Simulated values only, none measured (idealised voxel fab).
Herein follows the process module entitled voxel capacitor over wiring.
Cross-section cut: width 145 nm, square cells of 5 nm.
Cross-section layout: square cells on a grid; listed as bands, top to bottom; a band spans one or more cell rows. A band entry consists of two parts. The first gives the height of the band's top and the height of its bottom, in nm. The rest lists the band's materials from left to right, each with its width in nm. A single material labelled with the word "all across" fills the band from edge to edge, and the word "empty" marks empty space. The reference from which all heights are counted is 0, the level beneath which the as-received wafer is entirely one material; the lowest band, having no lower bound, proceeds downward and is written after the example "from 0 down". The two numbers in a width such as "30->40" mark its ends across the band: the first belongs to the top row of cells, the second to the bottom row, and from each row to the next the width moves by the same amount. Step marked "everything unchanged"? Then no cell in the cross-section changed in it. Voids not open to the top, 8 cells minimum: see "Closed cavity list". Written width x height at distance; distance is from the left edge; nm. Whatever follows a step's settings on its line is a remark the simulator itself makes about that step. The line of a step may include "overlay nm". On a step with a mask, this value is how far to the right of its planned place the mask lay. A negative value means the mask lay to the left.

# Process steps (planned)
| 1 | RECEIVE with material Si |
| 2 | CONFORMAL_DEP with material SiO2, thk nm 15 |
| 3 | CONFORMAL_DEP with material SiN, thk nm 5 |
| 4 | DIRECTIONAL_DEP with material SiO2, thk nm 15 |
| 5 | MASKED_ETCH with tone open, mask id METAL_1, width nm 25, pitch nm 75, etch materials SiO2, depth nm 15, overlay nm 0 |
| 6 | MASKED_ETCH with tone open, mask id METAL_1, width nm 25, pitch nm 75, etch materials SiN, depth nm 5, overlay nm -5 |
| 7 | CONFORMAL_DEP with material TiN, thk nm 5 |
| 8 | FILL_DEP with material Ru, thk nm 10 |
| 9 | CMP with height nm 35 |
| 10 | CONFORMAL_DEP with material SiCN, thk nm 5 |
| 11 | DIRECTIONAL_DEP with material lowk, thk nm 15 |
| 12 | PATTERN with tone open, mask id PLUG_1, material resist, width nm 15, thk nm 15, overlay nm 0 |
| 13 | DIRECTIONAL_ETCH with etch materials lowk, depth nm 15 |
| 14 | DIRECTIONAL_ETCH with etch materials SiCN, depth nm 5 |
| 15 | STRIP with etch materials resist |
| 16 | EPI with material Ru, thk nm 10 |
| 17 | EPI with material Ru, thk nm 10 |
| 18 | DIRECTIONAL_DEP with material TiN, thk nm 5 |
| 19 | DIRECTIONAL_DEP with material HfO2, thk nm 5 |
| 20 | DIRECTIONAL_DEP with material TiN, thk nm 10 |
| 21 | DIRECTIONAL_DEP with material aC, thk nm 15 |
| 22 | PATTERN with tone cover, mask id UPPER_PLATE, material resist, width nm 55, thk nm 30, overlay nm 0 |
| 23 | DIRECTIONAL_ETCH with etch materials aC, depth nm 15 |
| 24 | STRIP with etch materials resist |
| 25 | DIRECTIONAL_ETCH with etch materials TiN, depth nm 10 |
| 26 | DIRECTIONAL_ETCH with etch materials HfO2, depth nm 5 |
| 27 | STRIP with etch materials aC |
| 28 | MASKED_ETCH with tone cover, mask id LOWER_PLATE, width nm 65, etch materials TiN, depth nm 5, overlay nm 0 |
| 29 | FILL_DEP with material SiO2, thk nm 15 |
| 30 | CMP with height nm 85 |
| 31 | MASKED_ETCH with tone open, mask id PLUG_2, width nm 15, etch materials SiO2, depth nm 10, overlay nm 0 |
| 32 | CONFORMAL_DEP with material TiN, thk nm 5 |
| 33 | FILL_DEP with material W, thk nm 5 |
| 34 | CMP with height nm 85 |
| 35 | CONFORMAL_DEP with material SiN, thk nm 5 |
Where the wafers of this document differ is in the overlay nm of step 6; they start out the same, and the plan states the value that applied to the first wafer.

# The first of several wafers, as received after step 1, seen in section
from 0 down: Si all across
Closed cavity list: none

# The following table contains a row per wafer, in which are reported, at the conclusion of the module, the cells of each material gained (+) or lost (-) since the wafer's receipt, with its closed voids given thereafter
overlay nm -5 | +11 HfO2 | +28 Ru | +26 SiCN | +50 SiN | +266 SiO2 | +62 TiN | +1 W | +78 lowk | Closed cavity list: none
overlay nm 0 | +11 HfO2 | +30 Ru | +26 SiCN | +48 SiN | +266 SiO2 | +62 TiN | +1 W | +78 lowk | Closed cavity list: none
overlay nm 5 | +11 HfO2 | +28 Ru | +26 SiCN | +50 SiN | +266 SiO2 | +62 TiN | +1 W | +78 lowk | Closed cavity list: none
overlay nm 10 | +11 HfO2 | +26 Ru | +26 SiCN | +52 SiN | +266 SiO2 | +62 TiN | +1 W | +78 lowk | Closed cavity list: none
